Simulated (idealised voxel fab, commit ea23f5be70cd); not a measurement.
The following process module bears the name voxel ribs on slabs.
Xsec cut, 140 nm wide, square cell size 5 nm.
Cross-section, as written here: a square-cell grid given band by band from the top down, where a band holds one or more rows of cells.
Band entry format. Leading values: height of top, height of bottom, nm. Remainder: materials in left-to-right order, each with its width in nm. Special words: "full width" on a single material, which then fills the band edge to edge; "blank", empty space.
Height is counted from the level 0, under which the received wafer is composed throughout of one material. The lowest of the bands is not closed at the bottom but continues downward, in the notation "0 down".
With a width like "30->40", each row of cells in the band differs from the next by the same amount, the top row carrying the first number and the bottom row the second.
Step marked "nothing got changed"? Then no cell in the cross-section changed in it.
Each empty space that has no open way to the top and spans at least 8 cells appears under "Closed void list" as width x height at distance, the distance counted from the left edge, all in nm.
If you see something after the settings on a step's line, that's the simulator's own remark about that step.
overlay nm: mask offset rightward from planned place, masked step; negative means leftward offset.
[Planned step list for the process]
1: op RECEIVE | material Si
2: op DIRECTIONAL_DEP | material SiO2 | thk nm 30
3: op DIRECTIONAL_DEP | material polySi | thk nm 15
4: op DIRECTIONAL_DEP | material aC | thk nm 10
5: op PATTERN | tone cover | mask id RIB | material resist | width nm 20 | thk nm 30 | overlay nm 0
6: op DIRECTIONAL_ETCH | etch materials aC | depth nm 10
7: op STRIP | etch materials resist
8: op DIRECTIONAL_ETCH | etch materials polySi | depth nm 5
9: op STRIP | etch materials aC
10: op MASKED_ETCH | tone cover | mask id SLAB | width nm 60 | etch materials polySi | depth nm 10 | overlay nm 0
11: op FILL_DEP | material SiO2 | thk nm 25
12: op CMP | height nm 65
13: op DIRECTIONAL_DEP | material TiN | thk nm 5
14: op DIRECTIONAL_DEP | material aC | thk nm 15
15: op PATTERN | tone cover | mask id HEATER | material resist | width nm 30 | thk nm 30 | overlay nm 0
16: op DIRECTIONAL_ETCH | etch materials aC | depth nm 15
17: op STRIP | etch materials resist
18: op DIRECTIONAL_ETCH | etch materials TiN | depth nm 5
19: op STRIP | etch materials aC
20: op CONFORMAL_DEP | material SiO2 | thk nm 5
[Wafer cross-section on receipt, i.e. after step 1]
    0 down: Si full width
    Closed void list: none
[Cross-section, end of module. Start: as above. Plan: as above. Execution: one mistake]
    75 to 70: blank: 50  SiO2: 40  blank: 50
    70 to 65: SiO2: 55  TiN: 30  SiO2: 55
    65 to 45: SiO2 full width
    45 to 40: SiO2: 60  polySi: 20  SiO2: 60
    40 to 30: SiO2: 45  polySi: 55  SiO2: 40
    30 to 0: SiO2 full width
    0 down: Si full width
    Closed void list: none
What went wrong in running the wafer? step 10 ran differently from the plan; actual operation with settings: op MASKED_ETCH | tone cover | mask id SLAB | width nm 55 | etch materials polySi | depth nm 10 | overlay nm 0
